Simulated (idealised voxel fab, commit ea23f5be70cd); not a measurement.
Presented below is a process module, voxel quadruple lines.
Each square cell in cross-section cut measures 5 nm, and the section as a whole is 300 nm wide.
How to read a cross-section here: the picture is a grid of square cells, written as bands going from the top down, and any band can span one or more rows of cells.
What a band's entry tells you: where the top is and where the bottom is, as heights in nm, and after that what lies inside, material by material from left to right, each with its width in nm. Empty space is written as the word "air", and a single material marked with the word "full width" occupies the band from edge to edge.
All heights in this document are referenced to 0, defined as the level beneath which the wafer, as received, consists entirely of one material. The lowest band is not bounded below; it extends indefinitely downward and is written in the form "0 and below".
Width: "30..40" (first number = top row, second number = bottom row, same change from row to row of cells).
What does "stayed the same" mean for a step? It means no cell of the cross-section changed in that step.
The entry titled "Closed empty spaces" provides the empty spaces that have no open way to the top, restricted to those of 8 cells or more. Each is presented as width x height at distance, the distance being measured from the left edge, with all three in nm.
Post-settings text on a step line: simulator's own remark regarding the step.
When a step includes a mask, the "overlay nm" setting on its line states how far to the right of its planned place that mask lay, and negative values state how far to the left.
[This section lists the process steps that were planned]
1) RECEIVE, material Si
2) CONFORMAL_DEP, material Al2O3, thk nm 5
3) DIRECTIONAL_DEP, material W, thk nm 15
4) DIRECTIONAL_DEP, material polySi, thk nm 20
5) DIRECTIONAL_DEP, material aC, thk nm 25
6) PATTERN, tone cover, mask id MANDREL, material resist, width nm 25, pitch nm 80, thk nm 35, overlay nm 0
7) DIRECTIONAL_ETCH, etch materials aC, depth nm 25
8) STRIP, etch materials resist
9) CONFORMAL_DEP, material SiO2, thk nm 15
10) DIRECTIONAL_ETCH, etch materials SiO2, depth nm 15
11) STRIP, etch materials aC
12) DIRECTIONAL_ETCH, etch materials polySi, depth nm 20
13) STRIP, etch materials SiO2
14) CONFORMAL_DEP, material SiCN, thk nm 5
15) DIRECTIONAL_ETCH, etch materials SiCN, depth nm 5
16) STRIP, etch materials polySi
17) DIRECTIONAL_ETCH, etch materials W, depth nm 15
18) STRIP, etch materials SiCN
19) FILL_DEP, material SiO2, thk nm 10
20) CMP, height nm 20
[Cross-section: wafer on arrival = after step 1]
    0 and below | Si full width
    Closed empty spaces: none
[Cross-sectional view of the first of the two wafers upon completion of the module, processed in accordance with the plan]
    20 down to 5 | SiO2=75, then W=5, then SiO2=15, then W=5, then SiO2=15, then W=5, then SiO2=15, then W=5, then SiO2=15, then W=5, then SiO2=15, then W=5, then SiO2=15, then W=5, then SiO2=15, then W=5, then SiO2=80
    5 down to 0 | Al2O3 full width
    0 and below | Si full width
    Closed empty spaces: none
[End of module, second wafer, cross-section. Started like the first, planned like the first, run with one mistake]
    20 down to 15 | SiO2 full width
    15 down to 0 | SiO2=75, then W=5, then SiO2=15, then W=5, then SiO2=15, then W=5, then SiO2=15, then W=5, then SiO2=15, then W=5, then SiO2=15, then W=5, then SiO2=15, then W=5, then SiO2=15, then W=5, then SiO2=80
    0 and below | Si full width
    Closed empty spaces: none
Here's what went sideways: step 2 of the plan got skipped, so it never ran
End of process, cell counts, second wafer against first, materials with more or fewer: Al2O3 -60; SiO2 +60
